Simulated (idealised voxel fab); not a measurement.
process module | voxel capacitor over wiring
cross-section cut | 180 nm wide | cells 5 nm
A cross-section is a grid of square cells, given in bands from the top down. A band is one or more rows of cells.
Each band's line starts with the height of the band's top and of its bottom, in nm. Then come its materials from left to right, each with its width in nm. One material with "throughout" fills the band from edge to edge. "air" is empty space.
Height 0 is the level under which the wafer as received is all one material. The lowest band goes on downwards, as in "0 down".
A width such as "30 to 40" changes by the same amount from each row of cells to the next, from the band's top row to its bottom row.
"no change" after a step means that no cell of the cross-section changed.
closed voids: empty space of 8 cells or more with no open way to the top, each as width x height at its distance from the left edge, in nm
after a step's settings: what the simulator itself notes on the step
overlay nm, on a step with a mask: how far to the right of its planned place the mask lay; to the left if negative
plan
1 op RECEIVE | material Si
2 op CONFORMAL_DEP | material SiO2 | thk nm 15
3 op DIRECTIONAL_DEP | material TiN | thk nm 5
4 op DIRECTIONAL_DEP | material W | thk nm 20
5 op MASKED_ETCH | tone cover | mask id METAL_1 | width nm 20 | pitch nm 75 | etch materials W | depth nm 20 | overlay nm 0
6 op MASKED_ETCH | tone cover | mask id METAL_1 | width nm 20 | pitch nm 75 | etch materials TiN | depth nm 5 | overlay nm 0
7 op CONFORMAL_DEP | material SiCN | thk nm 5
8 op FILL_DEP | material SiO2 | thk nm 10
9 op CMP | height nm 40
10 op CONFORMAL_DEP | material SiCN | thk nm 5
11 op DIRECTIONAL_DEP | material lowk | thk nm 20
12 op DIRECTIONAL_DEP | material aC | thk nm 10
13 op PATTERN | tone open | mask id PLUG_1 | material resist | width nm 15 | thk nm 25 | overlay nm 0
14 op DIRECTIONAL_ETCH | etch materials aC | depth nm 10
15 op STRIP | etch materials resist
16 op DIRECTIONAL_ETCH | etch materials lowk | depth nm 20
17 op DIRECTIONAL_ETCH | etch materials SiCN | depth nm 5
18 op STRIP | etch materials aC
19 op CONFORMAL_DEP | material TiN | thk nm 5
20 op FILL_DEP | material Ru | thk nm 5
21 op CMP | height nm 65
22 op DIRECTIONAL_DEP | material TiN | thk nm 5
23 op DIRECTIONAL_DEP | material HfO2 | thk nm 5
24 op DIRECTIONAL_DEP | material TiN | thk nm 5
25 op MASKED_ETCH | tone cover | mask id UPPER_PLATE | width nm 60 | etch materials TiN | depth nm 5 | overlay nm 0
26 op MASKED_ETCH | tone cover | mask id UPPER_PLATE | width nm 60 | etch materials HfO2 | depth nm 5 | overlay nm 0
27 op MASKED_ETCH | tone cover | mask id LOWER_PLATE | width nm 70 | etch materials TiN | depth nm 5 | overlay nm 0
28 op FILL_DEP | material SiO2 | thk nm 20
29 op CMP | height nm 95
30 op PATTERN | tone open | mask id PLUG_2 | material resist | width nm 15 | thk nm 20 | overlay nm 0
31 op DIRECTIONAL_ETCH | etch materials SiO2 | depth nm 15
32 op STRIP | etch materials resist
33 op CONFORMAL_DEP | material TiN | thk nm 5
34 op FILL_DEP | material Ru | thk nm 10
35 op CMP | height nm 95
36 op CONFORMAL_DEP | material SiN | thk nm 5
as received, after step 1
  0 down: Si throughout
  closed voids: none
first wafer at the end, as planned
  100 to 95: SiN throughout
  95 to 85: SiO2 55 | TiN 5 | Ru 5 | TiN 5 | SiO2 110
  85 to 75: SiO2 55 to 45 | TiN 15 to 60 | SiO2 110 to 75
  75 to 70: SiO2 45 | HfO2 60 | SiO2 75
  70 to 65: SiO2 40 | TiN 70 | SiO2 70
  65 to 45: lowk 45 | TiN 5 | Ru 5 | TiN 5 | lowk 120
  45 to 40: SiCN 45 | TiN 15 | SiCN 120
  40 to 20: SiO2 35 | SiCN 5 | W 20 | SiCN 5 | SiO2 45 | SiCN 5 | W 20 | SiCN 5 | SiO2 40
  20 to 15: SiCN 40 | TiN 20 | SiCN 55 | TiN 20 | SiCN 45
  15 to 0: SiO2 throughout
  0 down: Si throughout
  closed voids: none
second wafer at the end: like start, like plan, one mistake
  110 to 95: SiN throughout
  95 to 85: SiO2 55 | TiN 5 | Ru 5 | TiN 5 | SiO2 110
  85 to 75: SiO2 55 to 45 | TiN 15 to 60 | SiO2 110 to 75
  75 to 70: SiO2 45 | HfO2 60 | SiO2 75
  70 to 65: SiO2 40 | TiN 70 | SiO2 70
  65 to 45: lowk 45 | TiN 5 | Ru 5 | TiN 5 | lowk 120
  45 to 40: SiCN 45 | TiN 15 | SiCN 120
  40 to 20: SiO2 35 | SiCN 5 | W 20 | SiCN 5 | SiO2 45 | SiCN 5 | W 20 | SiCN 5 | SiO2 40
  20 to 15: SiCN 40 | TiN 20 | SiCN 55 | TiN 20 | SiCN 45
  15 to 0: SiO2 throughout
  0 down: Si throughout
  closed voids: none
what went wrong: step 36 ran as: op CONFORMAL_DEP | material SiN | thk nm 15
at the end the second wafer has, in cells: 72 more of SiN
